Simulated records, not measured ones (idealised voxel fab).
process module | voxel self aligned vias
cross-section cut | 225 nm wide | cells 5 nm
A cross-section is a grid of square cells, given in bands from the top down. A band is one or more rows of cells.
Each band's line starts with the height of the band's top and of its bottom, in nm. Then come its materials from left to right, each with its width in nm. One material with "throughout" fills the band from edge to edge. "air" is empty space.
Height 0 is the level under which the wafer as received is all one material. The lowest band goes on downwards, as in "0 down".
A width such as "30 to 40" changes by the same amount from each row of cells to the next, from the band's top row to its bottom row.
"no change" after a step means that no cell of the cross-section changed.
closed voids: empty space of 8 cells or more with no open way to the top, each as width x height at its distance from the left edge, in nm
after a step's settings: what the simulator itself notes on the step
overlay nm, on a step with a mask: how far to the right of its planned place the mask lay; to the left if negative
plan
1 op RECEIVE | material Si
2 op CONFORMAL_DEP | material SiO2 | thk nm 15
3 op CONFORMAL_DEP | material SiCN | thk nm 5
4 op DIRECTIONAL_DEP | material SiO2 | thk nm 20
5 op MASKED_ETCH | tone open | mask id LINES | width nm 25 | pitch nm 75 | etch materials SiO2 | depth nm 20 | overlay nm 0
6 op CONFORMAL_DEP | material TiN | thk nm 5
7 op FILL_DEP | material W | thk nm 10
8 op CMP | height nm 40
9 op SELECTIVE_ETCH | etch materials W Ru TiN | depth nm 5
10 op FILL_DEP | material SiN | thk nm 10
11 op CMP | height nm 40
12 op DIRECTIONAL_DEP | material SiO2 | thk nm 15
13 op DIRECTIONAL_DEP | material aC | thk nm 10
14 op PATTERN | tone open | mask id VIAS | material resist | width nm 45 | pitch nm 75 | thk nm 30 | overlay nm 0
15 op DIRECTIONAL_ETCH | etch materials aC | depth nm 10
16 op STRIP | etch materials resist
17 op DIRECTIONAL_ETCH | etch materials SiO2 | depth nm 15
18 op DIRECTIONAL_ETCH | etch materials SiN | depth nm 5
19 op STRIP | etch materials aC
20 op CONFORMAL_DEP | material TiN | thk nm 5
21 op FILL_DEP | material Cu | thk nm 10
22 op CMP | height nm 55
23 op CONFORMAL_DEP | material SiN | thk nm 5
as received, after step 1
  0 down: Si throughout
  closed voids: none
first wafer at the end, as planned
  60 to 55: SiN throughout
  55 to 45: SiO2 50 | TiN 5 | Cu 35 | TiN 5 | SiO2 30 | TiN 5 | Cu 35 | TiN 5 | SiO2 55
  45 to 40: SiO2 50 | TiN 15 | Cu 15 | TiN 15 | SiO2 30 | TiN 15 | Cu 15 | TiN 15 | SiO2 55
  40 to 35: SiO2 60 | TiN 25 | SiO2 50 | TiN 25 | SiO2 65
  35 to 25: SiO2 60 | TiN 5 | W 15 | TiN 5 | SiO2 50 | TiN 5 | W 15 | TiN 5 | SiO2 65
  25 to 20: SiO2 60 | TiN 25 | SiO2 50 | TiN 25 | SiO2 65
  20 to 15: SiCN throughout
  15 to 0: SiO2 throughout
  0 down: Si throughout
  closed voids: none
second wafer at the end: like start, like plan, one mistake
  60 to 55: SiN throughout
  55 to 45: SiO2 50 | TiN 5 | Cu 35 | TiN 5 | SiO2 30 | TiN 5 | Cu 35 | TiN 5 | SiO2 55
  45 to 40: SiO2 50 | TiN 15 | Cu 15 | TiN 15 | SiO2 30 | TiN 15 | Cu 15 | TiN 15 | SiO2 55
  40 to 35: SiO2 60 | TiN 25 | SiO2 50 | TiN 25 | SiO2 65
  35 to 30: SiCN throughout
  30 to 0: SiO2 throughout
  0 down: Si throughout
  closed voids: none
what went wrong: step 2 was run twice
at the end the second wafer has, in cells: 30 more of SiO2 | 18 fewer of TiN | 12 fewer of W
